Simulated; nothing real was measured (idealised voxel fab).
Process module name: voxel self aligned contacts
Xsec cut, 215 nm wide, square cell size 5 nm.
Cross-section layout: square cells on a grid; listed as bands, top to bottom; a band spans one or more cell rows. Heads up on the band format: heights come first, top then bottom, in nm. After that it's the materials left to right, each with its width in nm. A single material flagged "throughout" fills the whole band edge to edge, and "empty" means there's empty space there. Counting heights begins at 0, where everything beneath is, in the wafer as received, one material. The lowest band has no bottom; it goes on downwards, as "z 0 and below" shows. The width entry "30 to 40" should be interpreted row by row: the top row of cells in the band takes the first number, the bottom row takes the second number, and the change between adjacent rows is uniform throughout. For the purposes of this document, the phrase "no change occurred" attached to a step denotes that no cell within the cross-section was modified by that step. So "Closed void inventory" is basically the list of trapped voids: any empty space of 8 cells or more that can't reach the top through an opening. They're written width x height at distance, the distance being from the left edge, and it's all nm. Anything after a step's settings on that line? It's the simulator's own note about the step. When a step includes a mask, the "overlay nm" setting on its line states how far to the right of its planned place that mask lay, and negative values state how far to the left.

PROCESS STEPS FORESEEN IN THE PLAN
| 1 | op RECEIVE | material Si |
| 2 | op CONFORMAL_DEP | material SiO2 | thk nm 5 |
| 3 | op DIRECTIONAL_DEP | material polySi | thk nm 20 |
| 4 | op DIRECTIONAL_DEP | material SiN | thk nm 25 |
| 5 | op MASKED_ETCH | tone cover | mask id GATE | width nm 25 | pitch nm 60 | etch materials SiN | depth nm 25 | overlay nm 0 |
| 6 | op MASKED_ETCH | tone cover | mask id GATE | width nm 25 | pitch nm 60 | etch materials polySi | depth nm 20 | overlay nm 0 |
| 7 | op CONFORMAL_DEP | material SiN | thk nm 10 |
| 8 | op DIRECTIONAL_ETCH | etch materials SiN | depth nm 10 |
| 9 | op FILL_DEP | material SiO2 | thk nm 10 |
| 10 | op CMP | height nm 55 |
| 11 | op DIRECTIONAL_DEP | material aC | thk nm 10 |
| 12 | op PATTERN | tone open | mask id CONTACT | material resist | width nm 45 | thk nm 30 | overlay nm 0 |
| 13 | op DIRECTIONAL_ETCH | etch materials aC | depth nm 10 |
| 14 | op STRIP | etch materials resist |
| 15 | op DIRECTIONAL_ETCH | etch materials SiO2 | depth nm 55 |
| 16 | op STRIP | etch materials aC |
| 17 | op CONFORMAL_DEP | material TiN | thk nm 5 |
| 18 | op FILL_DEP | material Ru | thk nm 5 |
| 19 | op CMP | height nm 55 |
| 20 | op CONFORMAL_DEP | material SiCN | thk nm 5 |

CROSS-SECTION, INCOMING MATERIAL, AFTER STEP 1
* z 0 and below = Si throughout
* Closed void inventory: none

CROSS-SECTIONAL IMAGE OF THE FIRST OF TWO WAFERS AT THE END OF THE MODULE, THE RUN HAVING PROCEEDED AS PLANNED
* z 60 to 55 = SiCN throughout
* z 55 to 50 = SiO2 (85) / TiN (20) / Ru (5) / TiN (20) / SiO2 (85)
* z 50 to 25 = SiO2 (55) / SiN (45) / TiN (5) / Ru (5) / TiN (5) / SiN (45) / SiO2 (55)
* z 25 to 5 = SiO2 (55) / SiN (10) / polySi (25) / SiN (10) / TiN (5) / Ru (5) / TiN (5) / SiN (10) / polySi (25) / SiN (10) / SiO2 (55)
* z 5 to 0 = SiO2 (100) / TiN (15) / SiO2 (100)
* z 0 and below = Si throughout
* Closed void inventory: none

THIS IS THE SECOND OF THE TWO WAFERS, CROSS-SECTIONED AT THE END OF THE MODULE; IT STARTED EXACTLY LIKE THE FIRST AND WAS GIVEN THE SAME PLAN, BUT IT WAS RUN WITH ONE MISTAKE
* z 60 to 55 = SiCN throughout
* z 55 to 50 = SiO2 (85) / TiN (20) / Ru (5) / TiN (20) / SiO2 (85)
* z 50 to 35 = SiO2 (55) / SiN (10) / polySi (25) / SiN (10) / TiN (5) / Ru (5) / TiN (5) / SiN (10) / polySi (25) / SiN (10) / SiO2 (55)
* z 35 to 30 = SiO2 (55) / SiN (10) / polySi (25) / SiN (10) / TiN (15) / SiN (10) / polySi (25) / SiN (10) / SiO2 (55)
* z 30 to 5 = SiN throughout
* z 5 to 0 = SiO2 throughout
* z 0 and below = Si throughout
* Closed void inventory: none
What was done differently from what was planned? steps 3 and 4 of the plan were run in the wrong order, each in the other's place
End of process, cell counts, second wafer against first, materials with more or fewer: Ru: 6 fewer | SiN: 125 more | SiO2: 107 fewer | TiN: 12 fewer
